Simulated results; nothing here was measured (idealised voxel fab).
voxel self aligned vias: a process module
Square cell edge 5 nm, section width 205 nm, ID cut.
The cross-sections in this document take the form of a grid made of square cells. They are written out as bands, in order from top to bottom. Each band consists of one or more rows of cells.
First you get the band's top height and its bottom height, in nm, and then the materials it's made of, left to right, with each width in nm. If you see a single material with "everywhere", that one covers the band edge to edge. "empty" is empty space.
Height is counted from the level 0, under which the received wafer is composed throughout of one material. The lowest of the bands is not closed at the bottom but continues downward, in the notation "from 0 down".
Top row gets the first number, bottom row gets the second, and each row in between changes by the same step: that is how a band width like "30 to 40" works.
"changes: none" means the step left every cell of the cross-section as it was.
Listed in "Sealed void list": every empty space of 8 or more cells without an open way to the top. Form: width x height at distance, the distance being from the left edge, all in nm.
Whatever follows a step's settings on its line is a remark the simulator itself makes about that step.
overlay nm: how far to the right of its planned place the mask lay on this masked step (negative: to the left).

The steps planned for the process are as follows
1. RECEIVE with material Si
2. CONFORMAL_DEP with material SiO2, thk nm 10
3. CONFORMAL_DEP with material SiCN, thk nm 5
4. DIRECTIONAL_DEP with material lowk, thk nm 30
5. MASKED_ETCH with tone open, mask id LINES, width nm 20, pitch nm 65, etch materials lowk, depth nm 30, overlay nm 0
6. CONFORMAL_DEP with material TiN, thk nm 5
7. FILL_DEP with material W, thk nm 5
8. CMP with height nm 45
9. SELECTIVE_ETCH with etch materials W Ru TiN, depth nm 5
10. FILL_DEP with material SiN, thk nm 5
11. CMP with height nm 45
12. DIRECTIONAL_DEP with material lowk, thk nm 15
13. PATTERN with tone open, mask id VIAS, material resist, width nm 40, pitch nm 65, thk nm 20, overlay nm 0
14. DIRECTIONAL_ETCH with etch materials lowk, depth nm 15
15. DIRECTIONAL_ETCH with etch materials SiN, depth nm 5
16. STRIP with etch materials resist
17. CONFORMAL_DEP with material TiN, thk nm 5
18. FILL_DEP with material Cu, thk nm 10
19. CMP with height nm 60
20. CONFORMAL_DEP with material SiCN, thk nm 5

Wafer cross-section on receipt, i.e. after step 1
* from 0 down  Si everywhere
* Sealed void list: none

The first of the two wafers as seen in cross-section once the module was finished; processing followed the plan
* from 65 to 60  SiCN everywhere
* from 60 to 50  15 nm lowk; 5 nm TiN; 30 nm Cu; 5 nm TiN; 25 nm lowk; 5 nm TiN; 30 nm Cu; 5 nm TiN; 25 nm lowk; 5 nm TiN; 30 nm Cu; 5 nm TiN; 20 nm lowk
* from 50 to 45  15 nm lowk; 15 nm TiN; 10 nm Cu; 15 nm TiN; 25 nm lowk; 15 nm TiN; 10 nm Cu; 15 nm TiN; 25 nm lowk; 15 nm TiN; 10 nm Cu; 15 nm TiN; 20 nm lowk
* from 45 to 40  25 nm lowk; 20 nm TiN; 45 nm lowk; 20 nm TiN; 45 nm lowk; 20 nm TiN; 30 nm lowk
* from 40 to 20  25 nm lowk; 5 nm TiN; 10 nm W; 5 nm TiN; 45 nm lowk; 5 nm TiN; 10 nm W; 5 nm TiN; 45 nm lowk; 5 nm TiN; 10 nm W; 5 nm TiN; 30 nm lowk
* from 20 to 15  25 nm lowk; 20 nm TiN; 45 nm lowk; 20 nm TiN; 45 nm lowk; 20 nm TiN; 30 nm lowk
* from 15 to 10  SiCN everywhere
* from 10 to 0  SiO2 everywhere
* from 0 down  Si everywhere
* Sealed void list: none

Here is the second of the two wafers cut open at the end of the module - same start, same plan as the first one, but we made one mistake running it
* from 65 to 60  SiCN everywhere
* from 60 to 50  10 nm Cu; 5 nm TiN; 40 nm lowk; 5 nm TiN; 15 nm Cu; 5 nm TiN; 40 nm lowk; 5 nm TiN; 15 nm Cu; 5 nm TiN; 40 nm lowk; 5 nm TiN; 15 nm Cu
* from 50 to 45  15 nm TiN; 40 nm lowk; 25 nm TiN; 40 nm lowk; 25 nm TiN; 40 nm lowk; 20 nm TiN
* from 45 to 40  25 nm lowk; 20 nm SiN; 45 nm lowk; 20 nm SiN; 45 nm lowk; 20 nm SiN; 30 nm lowk
* from 40 to 20  25 nm lowk; 5 nm TiN; 10 nm W; 5 nm TiN; 45 nm lowk; 5 nm TiN; 10 nm W; 5 nm TiN; 45 nm lowk; 5 nm TiN; 10 nm W; 5 nm TiN; 30 nm lowk
* from 20 to 15  25 nm lowk; 20 nm TiN; 45 nm lowk; 20 nm TiN; 45 nm lowk; 20 nm TiN; 30 nm lowk
* from 15 to 10  SiCN everywhere
* from 10 to 0  SiO2 everywhere
* from 0 down  Si everywhere
* Sealed void list: none
what went wrong: contrary to plan, step 13 was performed as PATTERN with tone cover, mask id VIAS, material resist, width nm 40, pitch nm 65, thk nm 20, overlay nm 0
Final comparison by cell count, materials where the second wafer has more or fewer than the first: Cu -20; SiN +12; TiN -13; lowk +21
